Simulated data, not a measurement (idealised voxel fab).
The process module presented herein is designated voxel transistor to metal.
Square cells of 5 nm make up the cross-section cut, whose width is 155 nm.
Cross-section, as written here: a square-cell grid given band by band from the top down, where a band holds one or more rows of cells. Band: top height; bottom height; in nm. Then, left to right: material with width in nm, for each material. "all across": a single material spanning edge to edge. "air": empty space. It should be noted that heights are counted from 0, beneath which the wafer as supplied is of one material throughout, and that the lowest band possesses no lower boundary but continues downward, as written in "0 -> down". Read "30 to 40" as a graded width: first number on top, second number at the bottom, same change between each pair of neighbouring rows. Basically "no change occurred" means that step didn't change any cell in the cross-section. Voids not open to the top, 8 cells minimum: see "Completely sealed voids". Written width x height at distance; distance is from the left edge; nm. Anything after a step's settings on that line? It's the simulator's own note about the step. overlay nm: how far to the right of its planned place the mask lay on this masked step (negative: to the left). Before/after cross-section pairs, one process step each; after shown to lowest changed band; step and settings beneath. Pairs may be from different runs of this module on the same starting wafer; a pair continues from the one above only where its "Pre-step cross-section" entry says so.
-- Pre-step cross-section
> 135 -> 115  resist 35  air 20  resist 45  air 20  resist 35
> 115 -> 100  aC 35  air 20  aC 45  air 20  aC 35
> 100 -> 65  SiO2 35  air 15  SiO2 50  air 15  SiO2 40
> 65 -> 60  SiCN all across
> 60 -> 45  SiO2 35  SiN 5  Ru 20  SiN 5  SiO2 35  SiN 5  Ru 20  SiN 5  SiO2 25
> 45 -> 40  SiN 40  TiN 20  SiN 45  TiN 20  SiN 30
> 40 -> 30  SiO2 35  TiN 5  Ru 20 to 15  TiN 5 to 10  SiO2 25  TiN 5 to 10  Ru 20 to 15  TiN 5  SiO2 35
> 30 -> 20  SiO2 35  TiN 5  Ru 15  TiN 5  SiN 10  SiCN 15  SiN 10  TiN 5  Ru 15  TiN 5  SiO2 35
> 20 -> 0  SiO2 35  TiN 5  Ru 15  TiN 5  SiN 10  polySi 15  SiN 10  TiN 5  Ru 15  TiN 5  SiO2 35
> 0 -> -5  SiO2 35  TiN 25  SiN 10  polySi 15  SiN 10  TiN 25  SiO2 35
> -5 -> -10  SiO2 25  nSi 35  SiO2 35  nSi 35  SiO2 25
> -10 -> -40  SiO2 30  Si 95  SiO2 30
> -40 -> down  Si all across
> Completely sealed voids: none
-- Post-Step Section View
> 115 -> 100  aC 35  air 20  aC 45  air 20  aC 35
> Rest of section, below 100: as before.
> Completely sealed voids: none
Step taken after the before cross-section and before the after cross-section above: STRIP | etch materials resist
Pre-step cross-section: see the after view in the pair directly above.
-- Post-Step Section View
> 115 -> 100  aC 35  air 20  aC 45  air 20  aC 35
> 100 -> 80  SiO2 35  air 20  SiO2 45  air 20  SiO2 35
> Rest of section, below 80: as before.
> Completely sealed voids: none
Step taken after the before cross-section and before the after cross-section above: DIRECTIONAL_ETCH | etch materials SiO2 | depth nm 20
Pre-step cross-section: see the after view in the pair directly above.
-- Post-Step Section View
> 115 -> 100  aC 35  air 20  aC 45  air 20  aC 35
> 100 -> 80  SiO2 35  air 20  SiO2 45  air 20  SiO2 35
> 80 -> 65  SiO2 35  air 15  SiO2 50  air 15  SiO2 40
> 65 -> 60  SiCN 35  air 15  SiCN 50  air 15  SiCN 40
> Rest of section, below 60: as before.
> Completely sealed voids: none
Step taken after the before cross-section and before the after cross-section above: DIRECTIONAL_ETCH | etch materials SiCN | depth nm 5
Pre-step cross-section: see the after view in the pair directly above.
-- Post-Step Section View
> 100 -> 80  SiO2 35  air 20  SiO2 45  air 20  SiO2 35
> Rest of section, below 80: as before.
> Completely sealed voids: none
Step taken after the before cross-section and before the after cross-section above: STRIP | etch materials aC
Pre-step cross-section: see the after view in the pair directly above.
-- Post-Step Section View
> 105 -> 100  TiN 40  air 10  TiN 55  air 10  TiN 40
> 100 -> 85  SiO2 35  TiN 5  air 10  TiN 5  SiO2 45  TiN 5  air 10  TiN 5  SiO2 35
> 85 -> 80  SiO2 35  TiN 5  air 5  TiN 10  SiO2 45  TiN 5  air 5  TiN 10  SiO2 35
> 80 -> 65  SiO2 35  TiN 5  air 5  TiN 5  SiO2 50  TiN 5  air 5  TiN 5  SiO2 40
> 65 -> 60  SiCN 35  TiN 15  SiCN 50  TiN 15  SiCN 40
> Rest of section, below 60: as before.
> Completely sealed voids: none
Step taken after the before cross-section and before the after cross-section above: CONFORMAL_DEP | material TiN | thk nm 5
Pre-step cross-section: see the after view in the pair directly above.
-- Post-Step Section View
> 110 -> 105  Ru all across
> 105 -> 100  TiN 40  Ru 10  TiN 55  Ru 10  TiN 40
> 100 -> 85  SiO2 35  TiN 5  Ru 10  TiN 5  SiO2 45  TiN 5  Ru 10  TiN 5  SiO2 35
> 85 -> 80  SiO2 35  TiN 5  Ru 5  TiN 10  SiO2 45  TiN 5  Ru 5  TiN 10  SiO2 35
> 80 -> 65  SiO2 35  TiN 5  Ru 5  TiN 5  SiO2 50  TiN 5  Ru 5  TiN 5  SiO2 40
> Rest of section, below 65: as before.
> Completely sealed voids: none
Step taken after the before cross-section and before the after cross-section above: FILL_DEP | material Ru | thk nm 5
Pre-step cross-section: see the after view in the pair directly above.
-- Post-Step Section View
> 100 -> 85  SiO2 35  TiN 5  Ru 10  TiN 5  SiO2 45  TiN 5  Ru 10  TiN 5  SiO2 35
> Rest of section, below 85: as before.
> Completely sealed voids: none
Step taken after the before cross-section and before the after cross-section above: CMP | height nm 100
Pre-step cross-section: see the after view in the pair directly above.
-- Post-Step Section View
> 105 -> 100  SiN all across
> Rest of section, below 100: as before.
> Completely sealed voids: none
Step taken after the before cross-section and before the after cross-section above: CONFORMAL_DEP | material SiN | thk nm 5
-- Pre-step cross-section
> 45 -> 40  TiN all across
> 40 -> 30  SiO2 35  TiN 5  Ru 20 to 15  TiN 5 to 10  SiO2 25  TiN 5 to 10  Ru 20 to 15  TiN 5  SiO2 35
> 30 -> 20  SiO2 35  TiN 5  Ru 15  TiN 5  SiN 10  SiCN 15  SiN 10  TiN 5  Ru 15  TiN 5  SiO2 35
> 20 -> 0  SiO2 35  TiN 5  Ru 15  TiN 5  SiN 10  polySi 15  SiN 10  TiN 5  Ru 15  TiN 5  SiO2 35
> 0 -> -5  SiO2 35  TiN 25  SiN 10  polySi 15  SiN 10  TiN 25  SiO2 35
> -5 -> -10  SiO2 25  nSi 35  SiO2 35  nSi 35  SiO2 25
> -10 -> -40  SiO2 30  Si 95  SiO2 30
> -40 -> down  Si all across
> Completely sealed voids: none
-- Post-Step Section View
> 60 -> 45  SiN all across
> Rest of section, below 45: as before.
> Completely sealed voids: none
Step taken after the before cross-section and before the after cross-section above: DIRECTIONAL_DEP | material SiN | thk nm 15
Pre-step cross-section: see the after view in the pair directly above.
-- Post-Step Section View
> 75 -> 60  air 35  resist 20  air 45  resist 20  air 35
> Rest of section, below 60: as before.
> Completely sealed voids: none
Step taken after the before cross-section and before the after cross-section above: PATTERN | tone cover | mask id METAL_1 | material resist | width nm 20 | pitch nm 65 | thk nm 15 | overlay nm 0
Pre-step cross-section: see the after view in the pair directly above.
-- Post-Step Section View
> 60 -> 45  SiN all across
> Rest of section, below 45: as before.
> Completely sealed voids: none
Step taken after the before cross-section and before the after cross-section above: STRIP | etch materials resist
Pre-step cross-section: see the after view in the pair directly above.
-- Post-Step Section View
> 65 -> 45  SiN all across
> Rest of section, below 45: as before.
> Completely sealed voids: none
Step taken after the before cross-section and before the after cross-section above: CONFORMAL_DEP | material SiN | thk nm 5
Pre-step cross-section: see the after view in the pair directly above.
-- Post-Step Section View
> 70 -> 65  SiO2 all across
> Rest of section, below 65: as before.
> Completely sealed voids: none
Step taken after the before cross-section and before the after cross-section above: FILL_DEP | material SiO2 | thk nm 5
Pre-step cross-section: see the after view in the pair directly above.
-- Post-Step Section View
> 60 -> 45  SiN all across
> Rest of section, below 45: as before.
> Completely sealed voids: none
Step taken after the before cross-section and before the after cross-section above: CMP | height nm 60
Pre-step cross-section: see the after view in the pair directly above.
-- Post-Step Section View
> 65 -> 60  SiCN all across
> Rest of section, below 60: as before.
> Completely sealed voids: none
Step taken after the before cross-section and before the after cross-section above: CONFORMAL_DEP | material SiCN | thk nm 5
Pre-step cross-section: see the after view in the pair directly above.
-- Post-Step Section View
> 100 -> 65  SiO2 all across
> Rest of section, below 65: as before.
> Completely sealed voids: none
Step taken after the before cross-section and before the after cross-section above: DIRECTIONAL_DEP | material SiO2 | thk nm 35
Pre-step cross-section: see the after view in the pair directly above.
-- Post-Step Section View
> 110 -> 100  aC all across
> Rest of section, below 100: as before.
> Completely sealed voids: none
Step taken after the before cross-section and before the after cross-section above: DIRECTIONAL_DEP | material aC | thk nm 10
Pre-step cross-section: see the after view in the pair directly above.
-- Post-Step Section View
> 140 -> 110  resist 35  air 15  resist 50  air 15  resist 40
> Rest of section, below 110: as before.
> Completely sealed voids: none
Step taken after the before cross-section and before the after cross-section above: PATTERN | tone open | mask id METAL_2_HOLES | material resist | width nm 15 | pitch nm 65 | thk nm 30 | overlay nm 0
Pre-step cross-section: see the after view in the pair directly above.
-- Post-Step Section View
> 130 -> 110  resist 35  air 15  resist 50  air 15  resist 40
> 110 -> 100  aC 35  air 15  aC 50  air 15  aC 40
> Rest of section, below 100: as before.
> Completely sealed voids: none
Step taken after the before cross-section and before the after cross-section above: DIRECTIONAL_ETCH | etch materials aC | depth nm 10
Pre-step cross-section: see the after view in the pair directly above.
-- Post-Step Section View
> 110 -> 100  aC 35  air 15  aC 50  air 15  aC 40
> Rest of section, below 100: as before.
> Completely sealed voids: none
Step taken after the before cross-section and before the after cross-section above: STRIP | etch materials resist
Pre-step cross-section: see the after view in the pair directly above.
-- Post-Step Section View
> 110 -> 100  aC 35  air 15  aC 50  air 15  aC 40
> 100 -> 65  SiO2 35  air 15  SiO2 50  air 15  SiO2 40
> Rest of section, below 65: as before.
> Completely sealed voids: none
Step taken after the before cross-section and before the after cross-section above: DIRECTIONAL_ETCH | etch materials SiO2 | depth nm 35
Pre-step cross-section: see the after view in the pair directly above.
-- Post-Step Section View
> 100 -> 65  SiO2 35  air 15  SiO2 50  air 15  SiO2 40
> Rest of section, below 65: as before.
> Completely sealed voids: none
Step taken after the before cross-section and before the after cross-section above: STRIP | etch materials aC
Pre-step cross-section: see the after view in the pair directly above.
-- Post-Step Section View
> 115 -> 100  aC 35  air 15  aC 50  air 15  aC 40
> 100 -> 80  SiO2 35  air 15  SiO2 50  air 15  SiO2 40
> 80 -> 65  SiO2 35  aC 15  SiO2 50  aC 15  SiO2 40
> Rest of section, below 65: as before.
> Completely sealed voids: none
Step taken after the before cross-section and before the after cross-section above: DIRECTIONAL_DEP | material aC | thk nm 15
Pre-step cross-section: see the after view in the pair directly above.
-- Post-Step Section View
> 150 -> 115  resist 35  air 20  resist 45  air 20  resist 35
> Rest of section, below 115: as before.
> Completely sealed voids: none
Step taken after the before cross-section and before the after cross-section above: PATTERN | tone open | mask id METAL_2 | material resist | width nm 20 | pitch nm 65 | thk nm 35 | overlay nm 0
Pre-step cross-section: see the after view in the pair directly above.
-- Post-Step Section View
> 135 -> 115  resist 35  air 20  resist 45  air 20  resist 35
> 115 -> 100  aC 35  air 20  aC 45  air 20  aC 35
> 100 -> 65  SiO2 35  air 15  SiO2 50  air 15  SiO2 40
> Rest of section, below 65: as before.
> Completely sealed voids: none
Step taken after the before cross-section and before the after cross-section above: DIRECTIONAL_ETCH | etch materials aC | depth nm 15
Pre-step cross-section: see the after view in the pair directly above.
-- Post-Step Section View
> 115 -> 100  aC 35  air 20  aC 45  air 20  aC 35
> Rest of section, below 100: as before.
> Completely sealed voids: none
Step taken after the before cross-section and before the after cross-section above: STRIP | etch materials resist
Pre-step cross-section: see the after view in the pair directly above.
-- Post-Step Section View
> 115 -> 100  aC 35  air 20  aC 45  air 20  aC 35
> 100 -> 80  SiO2 35  air 20  SiO2 45  air 20  SiO2 35
> Rest of section, below 80: as before.
> Completely sealed voids: none
Step taken after the before cross-section and before the after cross-section above: DIRECTIONAL_ETCH | etch materials SiO2 | depth nm 20
Pre-step cross-section: see the after view in the pair directly above.
-- Post-Step Section View
> 115 -> 100  aC 35  air 20  aC 45  air 20  aC 35
> 100 -> 80  SiO2 35  air 20  SiO2 45  air 20  SiO2 35
> 80 -> 65  SiO2 35  air 15  SiO2 50  air 15  SiO2 40
> 65 -> 60  SiCN 35  air 15  SiCN 50  air 15  SiCN 40
> Rest of section, below 60: as before.
> Completely sealed voids: none
Step taken after the before cross-section and before the after cross-section above: DIRECTIONAL_ETCH | etch materials SiCN | depth nm 5
Pre-step cross-section: see the after view in the pair directly above.
-- Post-Step Section View
> 100 -> 80  SiO2 35  air 20  SiO2 45  air 20  SiO2 35
> Rest of section, below 80: as before.
> Completely sealed voids: none
Step taken after the before cross-section and before the after cross-section above: STRIP | etch materials aC
Pre-step cross-section: see the after view in the pair directly above.
-- Post-Step Section View
> 105 -> 100  TiN 40  air 10  TiN 55  air 10  TiN 40
> 100 -> 85  SiO2 35  TiN 5  air 10  TiN 5  SiO2 45  TiN 5  air 10  TiN 5  SiO2 35
> 85 -> 80  SiO2 35  TiN 5  air 5  TiN 10  SiO2 45  TiN 5  air 5  TiN 10  SiO2 35
> 80 -> 65  SiO2 35  TiN 5  air 5  TiN 5  SiO2 50  TiN 5  air 5  TiN 5  SiO2 40
> 65 -> 60  SiCN 35  TiN 15  SiCN 50  TiN 15  SiCN 40
> Rest of section, below 60: as before.
> Completely sealed voids: none
Step taken after the before cross-section and before the after cross-section above: CONFORMAL_DEP | material TiN | thk nm 5
Pre-step cross-section: see the after view in the pair directly above.
-- Post-Step Section View
> 110 -> 105  Ru all across
> 105 -> 100  TiN 40  Ru 10  TiN 55  Ru 10  TiN 40
> 100 -> 85  SiO2 35  TiN 5  Ru 10  TiN 5  SiO2 45  TiN 5  Ru 10  TiN 5  SiO2 35
> 85 -> 80  SiO2 35  TiN 5  Ru 5  TiN 10  SiO2 45  TiN 5  Ru 5  TiN 10  SiO2 35
> 80 -> 65  SiO2 35  TiN 5  Ru 5  TiN 5  SiO2 50  TiN 5  Ru 5  TiN 5  SiO2 40
> Rest of section, below 65: as before.
> Completely sealed voids: none
Step taken after the before cross-section and before the after cross-section above: FILL_DEP | material Ru | thk nm 5
Pre-step cross-section: see the after view in the pair directly above.
-- Post-Step Section View
> 100 -> 85  SiO2 35  TiN 5  Ru 10  TiN 5  SiO2 45  TiN 5  Ru 10  TiN 5  SiO2 35
> Rest of section, below 85: as before.
> Completely sealed voids: none
Step taken after the before cross-section and before the after cross-section above: CMP | height nm 100
Pre-step cross-section: see the after view in the pair directly above.
-- Post-Step Section View
> 105 -> 100  SiN all across
> Rest of section, below 100: as before.
> Completely sealed voids: none
Step taken after the before cross-section and before the after cross-section above: CONFORMAL_DEP | material SiN | thk nm 5
-- Pre-step cross-section
> 60 -> 45  Ru all across
> 45 -> 40  TiN all across
> 40 -> 30  SiO2 35  TiN 5  Ru 20 to 15  TiN 5 to 10  SiO2 25  TiN 5 to 10  Ru 20 to 15  TiN 5  SiO2 35
> 30 -> 20  SiO2 35  TiN 5  Ru 15  TiN 5  SiN 10  SiCN 15  SiN 10  TiN 5  Ru 15  TiN 5  SiO2 35
> 20 -> 0  SiO2 35  TiN 5  Ru 15  TiN 5  SiN 10  polySi 15  SiN 10  TiN 5  Ru 15  TiN 5  SiO2 35
> 0 -> -5  SiO2 35  TiN 25  SiN 10  polySi 15  SiN 10  TiN 25  SiO2 35
> -5 -> -10  SiO2 25  nSi 35  SiO2 35  nSi 35  SiO2 25
> -10 -> -40  SiO2 30  Si 95  SiO2 30
> -40 -> down  Si all across
> Completely sealed voids: none
-- Post-Step Section View
> 75 -> 60  resist 35  air 20  resist 45  air 20  resist 35
> Rest of section, below 60: as before.
> Completely sealed voids: none
Step taken after the before cross-section and before the after cross-section above: PATTERN | tone open | mask id METAL_1 | material resist | width nm 20 | pitch nm 65 | thk nm 15 | overlay nm 0
Pre-step cross-section: see the after view in the pair directly above.
-- Post-Step Section View
> 75 -> 60  resist 35  air 20  resist 45  air 20  resist 35
> 60 -> 45  Ru 35  air 20  Ru 45  air 20  Ru 35
> Rest of section, below 45: as before.
> Completely sealed voids: none
Step taken after the before cross-section and before the after cross-section above: DIRECTIONAL_ETCH | etch materials Ru | depth nm 15
Pre-step cross-section: see the after view in the pair directly above.
-- Post-Step Section View
> 75 -> 60  resist 35  air 20  resist 45  air 20  resist 35
> 60 -> 45  Ru 35  air 20  Ru 45  air 20  Ru 35
> 45 -> 40  TiN 35  air 20  TiN 45  air 20  TiN 35
> Rest of section, below 40: as before.
> Completely sealed voids: none
Step taken after the before cross-section and before the after cross-section above: DIRECTIONAL_ETCH | etch materials TiN | depth nm 5
Pre-step cross-section: see the after view in the pair directly above.
-- Post-Step Section View
> 60 -> 45  Ru 35  air 20  Ru 45  air 20  Ru 35
> Rest of section, below 45: as before.
> Completely sealed voids: none
Step taken after the before cross-section and before the after cross-section above: STRIP | etch materials resist
Pre-step cross-section: see the after view in the pair directly above.
-- Post-Step Section View
> 65 -> 60  SiN 40  air 10  SiN 55  air 10  SiN 40
> 60 -> 45  Ru 35  SiN 5  air 10  SiN 5  Ru 45  SiN 5  air 10  SiN 5  Ru 35
> 45 -> 40  TiN 35  SiN 20  TiN 45  SiN 20  TiN 35
> Rest of section, below 40: as before.
> Completely sealed voids: none
Step taken after the before cross-section and before the after cross-section above: CONFORMAL_DEP | material SiN | thk nm 5
Pre-step cross-section: see the after view in the pair directly above.
-- Post-Step Section View
> 70 -> 65  SiO2 all across
> 65 -> 60  SiN 40  SiO2 10  SiN 55  SiO2 10  SiN 40
> 60 -> 45  Ru 35  SiN 5  SiO2 10  SiN 5  Ru 45  SiN 5  SiO2 10  SiN 5  Ru 35
> Rest of section, below 45: as before.
> Completely sealed voids: none
Step taken after the before cross-section and before the after cross-section above: FILL_DEP | material SiO2 | thk nm 5
Pre-step cross-section: see the after view in the pair directly above.
-- Post-Step Section View
> 60 -> 45  Ru 35  SiN 5  SiO2 10  SiN 5  Ru 45  SiN 5  SiO2 10  SiN 5  Ru 35
> Rest of section, below 45: as before.
> Completely sealed voids: none
Step taken after the before cross-section and before the after cross-section above: CMP | height nm 60
Pre-step cross-section: see the after view in the pair directly above.
-- Post-Step Section View
> 65 -> 60  SiCN all across
> Rest of section, below 60: as before.
> Completely sealed voids: none
Step taken after the before cross-section and before the after cross-section above: CONFORMAL_DEP | material SiCN | thk nm 5
Pre-step cross-section: see the after view in the pair directly above.
-- Post-Step Section View
> 100 -> 65  SiO2 all across
> Rest of section, below 65: as before.
> Completely sealed voids: none
Step taken after the before cross-section and before the after cross-section above: DIRECTIONAL_DEP | material SiO2 | thk nm 35
Pre-step cross-section: see the after view in the pair directly above.
-- Post-Step Section View
> 110 -> 100  aC all across
> Rest of section, below 100: as before.
> Completely sealed voids: none
Step taken after the before cross-section and before the after cross-section above: DIRECTIONAL_DEP | material aC | thk nm 10
Pre-step cross-section: see the after view in the pair directly above.
-- Post-Step Section View
> 140 -> 110  resist 35  air 15  resist 50  air 15  resist 40
> Rest of section, below 110: as before.
> Completely sealed voids: none
Step taken after the before cross-section and before the after cross-section above: PATTERN | tone open | mask id METAL_2_HOLES | material resist | width nm 15 | pitch nm 65 | thk nm 30 | overlay nm 0
Pre-step cross-section: see the after view in the pair directly above.
-- Post-Step Section View
> 130 -> 110  resist 35  air 15  resist 50  air 15  resist 40
> 110 -> 100  aC 35  air 15  aC 50  air 15  aC 40
> Rest of section, below 100: as before.
> Completely sealed voids: none
Step taken after the before cross-section and before the after cross-section above: DIRECTIONAL_ETCH | etch materials aC | depth nm 10
Pre-step cross-section: see the after view in the pair directly above.
-- Post-Step Section View
> 110 -> 100  aC 35  air 15  aC 50  air 15  aC 40
> Rest of section, below 100: as before.
> Completely sealed voids: none
Step taken after the before cross-section and before the after cross-section above: STRIP | etch materials resist
Pre-step cross-section: see the after view in the pair directly above.
-- Post-Step Section View
> 110 -> 100  aC 35  air 15  aC 50  air 15  aC 40
> 100 -> 65  SiO2 35  air 15  SiO2 50  air 15  SiO2 40
> Rest of section, below 65: as before.
> Completely sealed voids: none
Step taken after the before cross-section and before the after cross-section above: DIRECTIONAL_ETCH | etch materials SiO2 | depth nm 35
Pre-step cross-section: see the after view in the pair directly above.
-- Post-Step Section View
> 100 -> 65  SiO2 35  air 15  SiO2 50  air 15  SiO2 40
> Rest of section, below 65: as before.
> Completely sealed voids: none
Step taken after the before cross-section and before the after cross-section above: STRIP | etch materials aC
Pre-step cross-section: see the after view in the pair directly above.
-- Post-Step Section View
> 115 -> 100  aC 35  air 15  aC 50  air 15  aC 40
> 100 -> 80  SiO2 35  air 15  SiO2 50  air 15  SiO2 40
> 80 -> 65  SiO2 35  aC 15  SiO2 50  aC 15  SiO2 40
> Rest of section, below 65: as before.
> Completely sealed voids: none
Step taken after the before cross-section and before the after cross-section above: DIRECTIONAL_DEP | material aC | thk nm 15
Pre-step cross-section: see the after view in the pair directly above.
-- Post-Step Section View
> 150 -> 115  resist 35  air 20  resist 45  air 20  resist 35
> Rest of section, below 115: as before.
> Completely sealed voids: none
Step taken after the before cross-section and before the after cross-section above: PATTERN | tone open | mask id METAL_2 | material resist | width nm 20 | pitch nm 65 | thk nm 35 | overlay nm 0
Pre-step cross-section: see the after view in the pair directly above.
-- Post-Step Section View
> 135 -> 115  resist 35  air 20  resist 45  air 20  resist 35
> 115 -> 100  aC 35  air 20  aC 45  air 20  aC 35
> 100 -> 65  SiO2 35  air 15  SiO2 50  air 15  SiO2 40
> Rest of section, below 65: as before.
> Completely sealed voids: none
Step taken after the before cross-section and before the after cross-section above: DIRECTIONAL_ETCH | etch materials aC | depth nm 15
Pre-step cross-section: see the after view in the pair directly above.
-- Post-Step Section View
> 115 -> 100  aC 35  air 20  aC 45  air 20  aC 35
> Rest of section, below 100: as before.
> Completely sealed voids: none
Step taken after the before cross-section and before the after cross-section above: STRIP | etch materials resist
Pre-step cross-section: see the after view in the pair directly above.
-- Post-Step Section View
> 115 -> 100  aC 35  air 20  aC 45  air 20  aC 35
> 100 -> 80  SiO2 35  air 20  SiO2 45  air 20  SiO2 35
> Rest of section, below 80: as before.
> Completely sealed voids: none
Step taken after the before cross-section and before the after cross-section above: DIRECTIONAL_ETCH | etch materials SiO2 | depth nm 20
Pre-step cross-section: see the after view in the pair directly above.
-- Post-Step Section View
> 115 -> 100  aC 35  air 20  aC 45  air 20  aC 35
> 100 -> 80  SiO2 35  air 20  SiO2 45  air 20  SiO2 35
> 80 -> 65  SiO2 35  air 15  SiO2 50  air 15  SiO2 40
> 65 -> 60  SiCN 35  air 15  SiCN 50  air 15  SiCN 40
> Rest of section, below 60: as before.
> Completely sealed voids: none
Step taken after the before cross-section and before the after cross-section above: DIRECTIONAL_ETCH | etch materials SiCN | depth nm 5
Pre-step cross-section: see the after view in the pair directly above.
-- Post-Step Section View
> 100 -> 80  SiO2 35  air 20  SiO2 45  air 20  SiO2 35
> Rest of section, below 80: as before.
> Completely sealed voids: none
Step taken after the before cross-section and before the after cross-section above: STRIP | etch materials aC
Pre-step cross-section: see the after view in the pair directly above.
-- Post-Step Section View
> 105 -> 100  TiN 40  air 10  TiN 55  air 10  TiN 40
> 100 -> 85  SiO2 35  TiN 5  air 10  TiN 5  SiO2 45  TiN 5  air 10  TiN 5  SiO2 35
> 85 -> 80  SiO2 35  TiN 5  air 5  TiN 10  SiO2 45  TiN 5  air 5  TiN 10  SiO2 35
> 80 -> 65  SiO2 35  TiN 5  air 5  TiN 5  SiO2 50  TiN 5  air 5  TiN 5  SiO2 40
> 65 -> 60  SiCN 35  TiN 15  SiCN 50  TiN 15  SiCN 40
> Rest of section, below 60: as before.
> Completely sealed voids: none
Step taken after the before cross-section and before the after cross-section above: CONFORMAL_DEP | material TiN | thk nm 5
Pre-step cross-section: see the after view in the pair directly above.
-- Post-Step Section View
> 110 -> 105  Ru all across
> 105 -> 100  TiN 40  Ru 10  TiN 55  Ru 10  TiN 40
> 100 -> 85  SiO2 35  TiN 5  Ru 10  TiN 5  SiO2 45  TiN 5  Ru 10  TiN 5  SiO2 35
> 85 -> 80  SiO2 35  TiN 5  Ru 5  TiN 10  SiO2 45  TiN 5  Ru 5  TiN 10  SiO2 35
> 80 -> 65  SiO2 35  TiN 5  Ru 5  TiN 5  SiO2 50  TiN 5  Ru 5  TiN 5  SiO2 40
> Rest of section, below 65: as before.
> Completely sealed voids: none
Step taken after the before cross-section and before the after cross-section above: FILL_DEP | material Ru | thk nm 5
Pre-step cross-section: see the after view in the pair directly above.
-- Post-Step Section View
> 100 -> 85  SiO2 35  TiN 5  Ru 10  TiN 5  SiO2 45  TiN 5  Ru 10  TiN 5  SiO2 35
> Rest of section, below 85: as before.
> Completely sealed voids: none
Step taken after the before cross-section and before the after cross-section above: CMP | height nm 100
Pre-step cross-section: see the after view in the pair directly above.
-- Post-Step Section View
> 105 -> 100  SiN all across
> Rest of section, below 100: as before.
> Completely sealed voids: none
Step taken after the before cross-section and before the after cross-section above: CONFORMAL_DEP | material SiN | thk nm 5
